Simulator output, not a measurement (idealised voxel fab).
The following is a process module called voxel self aligned vias.
Xsec cut, 295 nm wide, square cell size 5 nm.
Each cross-section below is a grid of square cells, stated as bands in top-down order, with one or more rows of cells making up each band.
Basically the band line says how high the top is and how high the bottom is, in nm, and then what's in it from left to right, every material with its width in nm. Empty space shows up as "blank", and if a single material carries "throughout" it runs the full band edge to edge.
Measure heights from 0. That's the level where, below it, the as-received wafer is all one material. The lowest band is bottomless and extends downward; write it as in "0..down".
When a width is written as two numbers, as in "30..40", the first number is the width in the top row of cells of the band and the second is the width in its bottom row, and the width changes by the same amount from each row to the next.
The cross-section has no changed cell in any step marked "changes: none".
Each empty space that has no open way to the top and spans at least 8 cells appears under "Enclosed void catalog" as width x height at distance, the distance counted from the left edge, all in nm.
The remark found on a step's line after its settings is issued by the simulator itself and pertains to that step.
overlay nm: right-of-plan distance of the mask on a masked step; negative values mean left-of-plan.
The remainder of this document consists of a sequence of paired cross-sections. Each pair presents the cross-section prior to one process step together with the cross-section following it, the latter being rendered only as deep as the lowest band that underwent change. The intervening step, together with its settings, is stated beneath each pair. Because the pairs may originate from different runs of this module on the same starting wafer, a given pair is to be read as continuing from the preceding pair only where its entry headed "Pre-step section" so indicates.
**Pre-step section**
    45..40: SiN throughout
    40..35: 100 nm SiN / 30 nm SiO2 / 35 nm SiN / 30 nm SiO2 / 100 nm SiN
    35..20: 95 nm W / 5 nm TiN / 30 nm SiO2 / 5 nm TiN / 25 nm W / 5 nm TiN / 30 nm SiO2 / 5 nm TiN / 95 nm W
    20..15: 100 nm TiN / 30 nm SiO2 / 35 nm TiN / 30 nm SiO2 / 100 nm TiN
    15..10: SiCN throughout
    10..0: SiO2 throughout
    0..down: Si throughout
    Enclosed void catalog: none
**Post-Process View**
    40..35: 100 nm SiN / 30 nm SiO2 / 35 nm SiN / 30 nm SiO2 / 100 nm SiN
    Rest of section, below 35: as before.
    Enclosed void catalog: none
The step that takes the structure from the upper cross-section to the lower one is op CMP | height nm 40
Pre-step section: see preceding pair, after cross-section.
**Post-Process View**
    55..40: SiO2 throughout
    Rest of section, below 40: as before.
    Enclosed void catalog: none
The step that takes the structure from the upper cross-section to the lower one is op DIRECTIONAL_DEP | material SiO2 | thk nm 15
Pre-step section: see preceding pair, after cross-section.
**Post-Process View**
    70..55: aC throughout
    Rest of section, below 55: as before.
    Enclosed void catalog: none
The step that takes the structure from the upper cross-section to the lower one is op DIRECTIONAL_DEP | material aC | thk nm 15
Pre-step section: see preceding pair, after cross-section.
**Post-Process View**
    105..70: 95 nm resist / 40 nm blank / 160 nm resist
    Rest of section, below 70: as before.
    Enclosed void catalog: none
The step that takes the structure from the upper cross-section to the lower one is op PATTERN | tone open | mask id VIAS | material resist | width nm 40 | thk nm 35 | overlay nm 0
Pre-step section: see preceding pair, after cross-section.
**Post-Process View**
    90..70: 95 nm resist / 40 nm blank / 160 nm resist
    70..55: 95 nm aC / 40 nm blank / 160 nm aC
    Rest of section, below 55: as before.
    Enclosed void catalog: none
The step that takes the structure from the upper cross-section to the lower one is op DIRECTIONAL_ETCH | etch materials aC | depth nm 15
Pre-step section: see preceding pair, after cross-section.
**Post-Process View**
    70..55: 95 nm aC / 40 nm blank / 160 nm aC
    Rest of section, below 55: as before.
    Enclosed void catalog: none
The step that takes the structure from the upper cross-section to the lower one is op STRIP | etch materials resist
Pre-step section: see preceding pair, after cross-section.
**Post-Process View**
    70..55: 95 nm aC / 40 nm blank / 160 nm aC
    55..40: 95 nm SiO2 / 40 nm blank / 160 nm SiO2
    Rest of section, below 40: as before.
    Enclosed void catalog: none
The step that takes the structure from the upper cross-section to the lower one is op DIRECTIONAL_ETCH | etch materials SiO2 | depth nm 15
Pre-step section: see preceding pair, after cross-section.
**Post-Process View**
    70..55: 95 nm aC / 40 nm blank / 160 nm aC
    55..40: 95 nm SiO2 / 40 nm blank / 160 nm SiO2
    40..35: 95 nm SiN / 5 nm blank / 30 nm SiO2 / 5 nm blank / 30 nm SiN / 30 nm SiO2 / 100 nm SiN
    Rest of section, below 35: as before.
    Enclosed void catalog: none
The step that takes the structure from the upper cross-section to the lower one is op DIRECTIONAL_ETCH | etch materials SiN | depth nm 5
Pre-step section: see preceding pair, after cross-section.
**Post-Process View**
    55..40: 95 nm SiO2 / 40 nm blank / 160 nm SiO2
    Rest of section, below 40: as before.
    Enclosed void catalog: none
The step that takes the structure from the upper cross-section to the lower one is op STRIP | etch materials aC
Pre-step section: see preceding pair, after cross-section.
**Post-Process View**
    60..55: 100 nm TiN / 30 nm blank / 165 nm TiN
    55..45: 95 nm SiO2 / 5 nm TiN / 30 nm blank / 5 nm TiN / 160 nm SiO2
    45..40: 95 nm SiO2 / 40 nm TiN / 160 nm SiO2
    40..35: 95 nm SiN / 5 nm TiN / 30 nm SiO2 / 5 nm TiN / 30 nm SiN / 30 nm SiO2 / 100 nm SiN
    Rest of section, below 35: as before.
    Enclosed void catalog: none
The step that takes the structure from the upper cross-section to the lower one is op CONFORMAL_DEP | material TiN | thk nm 5
Pre-step section: see preceding pair, after cross-section.
**Post-Process View**
    65..60: W throughout
    60..55: 100 nm TiN / 30 nm W / 165 nm TiN
    55..45: 95 nm SiO2 / 5 nm TiN / 30 nm W / 5 nm TiN / 160 nm SiO2
    Rest of section, below 45: as before.
    Enclosed void catalog: none
The step that takes the structure from the upper cross-section to the lower one is op FILL_DEP | material W | thk nm 5
Pre-step section: see preceding pair, after cross-section.
**Post-Process View**
    55..45: 95 nm SiO2 / 5 nm TiN / 30 nm W / 5 nm TiN / 160 nm SiO2
    Rest of section, below 45: as before.
    Enclosed void catalog: none
The step that takes the structure from the upper cross-section to the lower one is op CMP | height nm 55
Pre-step section: see preceding pair, after cross-section.
**Post-Process View**
    60..55: SiN throughout
    Rest of section, below 55: as before.
    Enclosed void catalog: none
The step that takes the structure from the upper cross-section to the lower one is op CONFORMAL_DEP | material SiN | thk nm 5
